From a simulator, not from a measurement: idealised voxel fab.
The process module presented herein is designated voxel self aligned contacts.
cross-section cut | 300 nm wide | cells 5 nm
This document writes a cross-section as a grid whose cells are square, and gives it as bands, listed from the top down; one or more rows of cells form a band. Band: top height; bottom height; in nm. Then, left to right: material with width in nm, for each material. "full width": a single material spanning edge to edge. "empty": empty space. Basically, 0 is our baseline, since under it the wafer straight out of the box is all one material. The bottom band has no lower end and keeps on going down, so it looks like "0 and below". Top row gets the first number, bottom row gets the second, and each row in between changes by the same step: that is how a band width like "30 to 40" works. For the purposes of this document, the phrase "all unchanged" attached to a step denotes that no cell within the cross-section was modified by that step. Heads up: "Voids, enclosed" only lists the empty pockets with no open path to the top that are 8 cells or more, and it writes them as width x height at distance, distance from the left edge, in nm. If you see something after the settings on a step's line, that's the simulator's own remark about that step. overlay nm: right-of-plan distance of the mask on a masked step; negative values mean left-of-plan.
SO HERE'S THE LINEUP OF PROCESS STEPS WE PLANNED
- 1: RECEIVE,material Si
- 2: OXIDIZE,depth nm 5
- 3: DIRECTIONAL_DEP,material polySi,thk nm 30
- 4: DIRECTIONAL_DEP,material SiN,thk nm 20
- 5: DIRECTIONAL_DEP,material aC,thk nm 10
- 6: PATTERN,tone cover,mask id GATE,material resist,width nm 25,pitch nm 50,thk nm 25,overlay nm 0
- 7: DIRECTIONAL_ETCH,etch materials aC,depth nm 10
- 8: STRIP,etch materials resist
- 9: DIRECTIONAL_ETCH,etch materials SiN,depth nm 20
- 10: DIRECTIONAL_ETCH,etch materials polySi,depth nm 30
- 11: STRIP,etch materials aC
- 12: CONFORMAL_DEP,material SiN,thk nm 5
- 13: DIRECTIONAL_ETCH,etch materials SiN,depth nm 5
- 14: FILL_DEP,material SiO2,thk nm 10
- 15: CMP,height nm 55
- 16: PATTERN,tone open,mask id CONTACT,material resist,width nm 35,pitch nm 50,thk nm 15,overlay nm 0
- 17: DIRECTIONAL_ETCH,etch materials SiO2,depth nm 60
- 18: STRIP,etch materials resist
- 19: CONFORMAL_DEP,material TiN,thk nm 5
- 20: FILL_DEP,material W,thk nm 5
- 21: CMP,height nm 55
- 22: CONFORMAL_DEP,material SiCN,thk nm 5
THE FIRST OF A SET OF TWO WAFERS, RUN TO PLAN
AS-RECEIVED WAFER CROSS-SECTION (AFTER STEP 1)
* 0 and below  Si full width
* Voids, enclosed: none
AFTER STEP 2
* 0 down to -5  SiO2 full width
* Anything lower than -5 is untouched.
AFTER STEP 3
* 30 down to 0  polySi full width
* Anything lower than 0 is untouched.
AFTER STEP 4
* 50 down to 30  SiN full width
* Anything lower than 30 is untouched.
AFTER STEP 5
* 60 down to 50  aC full width
* Anything lower than 50 is untouched.
AFTER STEP 6
* 85 down to 60  empty 85 | resist 25 | empty 25 | resist 25 | empty 25 | resist 25 | empty 90
* Anything lower than 60 is untouched.
AFTER STEP 7
* 75 down to 60  empty 85 | resist 25 | empty 25 | resist 25 | empty 25 | resist 25 | empty 90
* 60 down to 50  empty 85 | aC 25 | empty 25 | aC 25 | empty 25 | aC 25 | empty 90
* Anything lower than 50 is untouched.
AFTER STEP 8
* 60 down to 50  empty 85 | aC 25 | empty 25 | aC 25 | empty 25 | aC 25 | empty 90
* Anything lower than 50 is untouched.
AFTER STEP 9
* 60 down to 50  empty 85 | aC 25 | empty 25 | aC 25 | empty 25 | aC 25 | empty 90
* 50 down to 30  empty 85 | SiN 25 | empty 25 | SiN 25 | empty 25 | SiN 25 | empty 90
* Anything lower than 30 is untouched.
AFTER STEP 10
* 60 down to 50  empty 85 | aC 25 | empty 25 | aC 25 | empty 25 | aC 25 | empty 90
* 50 down to 30  empty 85 | SiN 25 | empty 25 | SiN 25 | empty 25 | SiN 25 | empty 90
* 30 down to 0  empty 85 | polySi 25 | empty 25 | polySi 25 | empty 25 | polySi 25 | empty 90
* Anything lower than 0 is untouched.
AFTER STEP 11
* 50 down to 30  empty 85 | SiN 25 | empty 25 | SiN 25 | empty 25 | SiN 25 | empty 90
* Anything lower than 30 is untouched.
AFTER STEP 12
* 55 down to 30  empty 80 | SiN 35 | empty 15 | SiN 35 | empty 15 | SiN 35 | empty 85
* 30 down to 5  empty 80 | SiN 5 | polySi 25 | SiN 5 | empty 15 | SiN 5 | polySi 25 | SiN 5 | empty 15 | SiN 5 | polySi 25 | SiN 5 | empty 85
* 5 down to 0  SiN 85 | polySi 25 | SiN 25 | polySi 25 | SiN 25 | polySi 25 | SiN 90
* Anything lower than 0 is untouched.
AFTER STEP 13
* 50 down to 30  empty 80 | SiN 35 | empty 15 | SiN 35 | empty 15 | SiN 35 | empty 85
* 30 down to 0  empty 80 | SiN 5 | polySi 25 | SiN 5 | empty 15 | SiN 5 | polySi 25 | SiN 5 | empty 15 | SiN 5 | polySi 25 | SiN 5 | empty 85
* Anything lower than 0 is untouched.
AFTER STEP 14
* 60 down to 50  SiO2 full width
* 50 down to 30  SiO2 80 | SiN 35 | SiO2 15 | SiN 35 | SiO2 15 | SiN 35 | SiO2 85
* 30 down to 0  SiO2 80 | SiN 5 | polySi 25 | SiN 5 | SiO2 15 | SiN 5 | polySi 25 | SiN 5 | SiO2 15 | SiN 5 | polySi 25 | SiN 5 | SiO2 85
* Anything lower than 0 is untouched.
AFTER STEP 15
* 55 down to 50  SiO2 full width
* Anything lower than 50 is untouched.
AFTER STEP 16
* 70 down to 55  resist 105 | empty 35 | resist 15 | empty 35 | resist 110
* Anything lower than 55 is untouched.
AFTER STEP 17
* 70 down to 55  resist 105 | empty 35 | resist 15 | empty 35 | resist 110
* 55 down to 50  SiO2 105 | empty 35 | SiO2 15 | empty 35 | SiO2 110
* 50 down to 30  SiO2 80 | SiN 35 | empty 15 | SiN 35 | empty 15 | SiN 35 | SiO2 85
* 30 down to 0  SiO2 80 | SiN 5 | polySi 25 | SiN 5 | empty 15 | SiN 5 | polySi 25 | SiN 5 | empty 15 | SiN 5 | polySi 25 | SiN 5 | SiO2 85
* 0 down to -5  SiO2 115 | empty 15 | SiO2 35 | empty 15 | SiO2 120
* Anything lower than -5 is untouched.
AFTER STEP 18
* 55 down to 50  SiO2 105 | empty 35 | SiO2 15 | empty 35 | SiO2 110
* Anything lower than 50 is untouched.
AFTER STEP 19
* 60 down to 55  TiN 110 | empty 25 | TiN 25 | empty 25 | TiN 115
* 55 down to 50  SiO2 105 | TiN 15 | empty 5 | TiN 15 | SiO2 15 | TiN 15 | empty 5 | TiN 15 | SiO2 110
* 50 down to 30  SiO2 80 | SiN 35 | TiN 5 | empty 5 | TiN 5 | SiN 35 | TiN 5 | empty 5 | TiN 5 | SiN 35 | SiO2 85
* 30 down to 0  SiO2 80 | SiN 5 | polySi 25 | SiN 5 | TiN 5 | empty 5 | TiN 5 | SiN 5 | polySi 25 | SiN 5 | TiN 5 | empty 5 | TiN 5 | SiN 5 | polySi 25 | SiN 5 | SiO2 85
* 0 down to -5  SiO2 115 | TiN 15 | SiO2 35 | TiN 15 | SiO2 120
* Anything lower than -5 is untouched.
AFTER STEP 20
* 65 down to 60  W full width
* 60 down to 55  TiN 110 | W 25 | TiN 25 | W 25 | TiN 115
* 55 down to 50  SiO2 105 | TiN 15 | W 5 | TiN 15 | SiO2 15 | TiN 15 | W 5 | TiN 15 | SiO2 110
* 50 down to 30  SiO2 80 | SiN 35 | TiN 5 | W 5 | TiN 5 | SiN 35 | TiN 5 | W 5 | TiN 5 | SiN 35 | SiO2 85
* 30 down to 0  SiO2 80 | SiN 5 | polySi 25 | SiN 5 | TiN 5 | W 5 | TiN 5 | SiN 5 | polySi 25 | SiN 5 | TiN 5 | W 5 | TiN 5 | SiN 5 | polySi 25 | SiN 5 | SiO2 85
* Anything lower than 0 is untouched.
AFTER STEP 21
* 55 down to 50  SiO2 105 | TiN 15 | W 5 | TiN 15 | SiO2 15 | TiN 15 | W 5 | TiN 15 | SiO2 110
* Anything lower than 50 is untouched.
AFTER STEP 22
* 60 down to 55  SiCN full width
* Anything lower than 55 is untouched.
NOTES, SECOND WAFER: START = FIRST WAFER'S, PLAN = FIRST WAFER'S, EXECUTION HAD ONE MISTAKE; HISTORY IDENTICAL TO FIRST THROUGH STEP 2
HERE IS THE SECOND WAFER IN CROSS-SECTION AT THE POINT WHERE STEP 3 OF THE PLAN SHOULD HAVE BEEN DONE
* 60 down to 0  polySi full width
* Anything lower than 0 is untouched.
HERE IS THE SECOND WAFER IN CROSS-SECTION AT THE POINT WHERE STEP 4 OF THE PLAN SHOULD HAVE BEEN DONE
* 80 down to 60  SiN full width
* Anything lower than 60 is untouched.
HERE IS THE SECOND WAFER IN CROSS-SECTION AT THE POINT WHERE STEP 5 OF THE PLAN SHOULD HAVE BEEN DONE
* 90 down to 80  aC full width
* Anything lower than 80 is untouched.
HERE IS THE SECOND WAFER IN CROSS-SECTION AT THE POINT WHERE STEP 6 OF THE PLAN SHOULD HAVE BEEN DONE
* 115 down to 90  empty 85 | resist 25 | empty 25 | resist 25 | empty 25 | resist 25 | empty 90
* Anything lower than 90 is untouched.
HERE IS THE SECOND WAFER IN CROSS-SECTION AT THE POINT WHERE STEP 7 OF THE PLAN SHOULD HAVE BEEN DONE
* 105 down to 90  empty 85 | resist 25 | empty 25 | resist 25 | empty 25 | resist 25 | empty 90
* 90 down to 80  empty 85 | aC 25 | empty 25 | aC 25 | empty 25 | aC 25 | empty 90
* Anything lower than 80 is untouched.
HERE IS THE SECOND WAFER IN CROSS-SECTION AT THE POINT WHERE STEP 8 OF THE PLAN SHOULD HAVE BEEN DONE
* 90 down to 80  empty 85 | aC 25 | empty 25 | aC 25 | empty 25 | aC 25 | empty 90
* Anything lower than 80 is untouched.
HERE IS THE SECOND WAFER IN CROSS-SECTION AT THE POINT WHERE STEP 9 OF THE PLAN SHOULD HAVE BEEN DONE
* 90 down to 80  empty 85 | aC 25 | empty 25 | aC 25 | empty 25 | aC 25 | empty 90
* 80 down to 60  empty 85 | SiN 25 | empty 25 | SiN 25 | empty 25 | SiN 25 | empty 90
* Anything lower than 60 is untouched.
HERE IS THE SECOND WAFER IN CROSS-SECTION AT THE POINT WHERE STEP 10 OF THE PLAN SHOULD HAVE BEEN DONE
* 90 down to 80  empty 85 | aC 25 | empty 25 | aC 25 | empty 25 | aC 25 | empty 90
* 80 down to 60  empty 85 | SiN 25 | empty 25 | SiN 25 | empty 25 | SiN 25 | empty 90
* 60 down to 30  empty 85 | polySi 25 | empty 25 | polySi 25 | empty 25 | polySi 25 | empty 90
* Anything lower than 30 is untouched.
HERE IS THE SECOND WAFER IN CROSS-SECTION AT THE POINT WHERE STEP 11 OF THE PLAN SHOULD HAVE BEEN DONE
* 80 down to 60  empty 85 | SiN 25 | empty 25 | SiN 25 | empty 25 | SiN 25 | empty 90
* Anything lower than 60 is untouched.
HERE IS THE SECOND WAFER IN CROSS-SECTION AT THE POINT WHERE STEP 12 OF THE PLAN SHOULD HAVE BEEN DONE
* 85 down to 60  empty 80 | SiN 35 | empty 15 | SiN 35 | empty 15 | SiN 35 | empty 85
* 60 down to 35  empty 80 | SiN 5 | polySi 25 | SiN 5 | empty 15 | SiN 5 | polySi 25 | SiN 5 | empty 15 | SiN 5 | polySi 25 | SiN 5 | empty 85
* 35 down to 30  SiN 85 | polySi 25 | SiN 25 | polySi 25 | SiN 25 | polySi 25 | SiN 90
* Anything lower than 30 is untouched.
HERE IS THE SECOND WAFER IN CROSS-SECTION AT THE POINT WHERE STEP 13 OF THE PLAN SHOULD HAVE BEEN DONE
* 80 down to 60  empty 80 | SiN 35 | empty 15 | SiN 35 | empty 15 | SiN 35 | empty 85
* 60 down to 30  empty 80 | SiN 5 | polySi 25 | SiN 5 | empty 15 | SiN 5 | polySi 25 | SiN 5 | empty 15 | SiN 5 | polySi 25 | SiN 5 | empty 85
* Anything lower than 30 is untouched.
HERE IS THE SECOND WAFER IN CROSS-SECTION AT THE POINT WHERE STEP 14 OF THE PLAN SHOULD HAVE BEEN DONE
* 90 down to 80  SiO2 full width
* 80 down to 60  SiO2 80 | SiN 35 | SiO2 15 | SiN 35 | SiO2 15 | SiN 35 | SiO2 85
* 60 down to 30  SiO2 80 | SiN 5 | polySi 25 | SiN 5 | SiO2 15 | SiN 5 | polySi 25 | SiN 5 | SiO2 15 | SiN 5 | polySi 25 | SiN 5 | SiO2 85
* Anything lower than 30 is untouched.
HERE IS THE SECOND WAFER IN CROSS-SECTION AT THE POINT WHERE STEP 15 OF THE PLAN SHOULD HAVE BEEN DONE
* 55 down to 30  SiO2 80 | SiN 5 | polySi 25 | SiN 5 | SiO2 15 | SiN 5 | polySi 25 | SiN 5 | SiO2 15 | SiN 5 | polySi 25 | SiN 5 | SiO2 85
* Anything lower than 30 is untouched.
HERE IS THE SECOND WAFER IN CROSS-SECTION AT THE POINT WHERE STEP 16 OF THE PLAN SHOULD HAVE BEEN DONE
* 70 down to 55  resist 105 | empty 35 | resist 15 | empty 35 | resist 110
* Anything lower than 55 is untouched.
HERE IS THE SECOND WAFER IN CROSS-SECTION AT THE POINT WHERE STEP 17 OF THE PLAN SHOULD HAVE BEEN DONE
* 70 down to 55  resist 105 | empty 35 | resist 15 | empty 35 | resist 110
* 55 down to 30  SiO2 80 | SiN 5 | polySi 25 | SiN 5 | empty 15 | SiN 5 | polySi 25 | SiN 5 | empty 15 | SiN 5 | polySi 25 | SiN 5 | SiO2 85
* Anything lower than 30 is untouched.
HERE IS THE SECOND WAFER IN CROSS-SECTION AT THE POINT WHERE STEP 18 OF THE PLAN SHOULD HAVE BEEN DONE
* 55 down to 30  SiO2 80 | SiN 5 | polySi 25 | SiN 5 | empty 15 | SiN 5 | polySi 25 | SiN 5 | empty 15 | SiN 5 | polySi 25 | SiN 5 | SiO2 85
* Anything lower than 30 is untouched.
HERE IS THE SECOND WAFER IN CROSS-SECTION AT THE POINT WHERE STEP 19 OF THE PLAN SHOULD HAVE BEEN DONE
* 60 down to 55  TiN 120 | empty 5 | TiN 45 | empty 5 | TiN 125
* 55 down to 35  SiO2 80 | SiN 5 | polySi 25 | SiN 5 | TiN 5 | empty 5 | TiN 5 | SiN 5 | polySi 25 | SiN 5 | TiN 5 | empty 5 | TiN 5 | SiN 5 | polySi 25 | SiN 5 | SiO2 85
* 35 down to 30  SiO2 80 | SiN 5 | polySi 25 | SiN 5 | TiN 15 | SiN 5 | polySi 25 | SiN 5 | TiN 15 | SiN 5 | polySi 25 | SiN 5 | SiO2 85
* Anything lower than 30 is untouched.
HERE IS THE SECOND WAFER IN CROSS-SECTION AT THE POINT WHERE STEP 20 OF THE PLAN SHOULD HAVE BEEN DONE
* 65 down to 60  W full width
* 60 down to 55  TiN 120 | W 5 | TiN 45 | W 5 | TiN 125
* 55 down to 35  SiO2 80 | SiN 5 | polySi 25 | SiN 5 | TiN 5 | W 5 | TiN 5 | SiN 5 | polySi 25 | SiN 5 | TiN 5 | W 5 | TiN 5 | SiN 5 | polySi 25 | SiN 5 | SiO2 85
* Anything lower than 35 is untouched.
HERE IS THE SECOND WAFER IN CROSS-SECTION AT THE POINT WHERE STEP 21 OF THE PLAN SHOULD HAVE BEEN DONE
* 55 down to 35  SiO2 80 | SiN 5 | polySi 25 | SiN 5 | TiN 5 | W 5 | TiN 5 | SiN 5 | polySi 25 | SiN 5 | TiN 5 | W 5 | TiN 5 | SiN 5 | polySi 25 | SiN 5 | SiO2 85
* Anything lower than 35 is untouched.
HERE IS THE SECOND WAFER IN CROSS-SECTION AT THE POINT WHERE STEP 22 OF THE PLAN SHOULD HAVE BEEN DONE
* 60 down to 55  SiCN full width
* Anything lower than 55 is untouched.
Here's what went sideways: step 3 from the plan got run twice
at the end the second wafer has, in cells: SiN -90; SiO2 -205; TiN -36; W -14; polySi +345
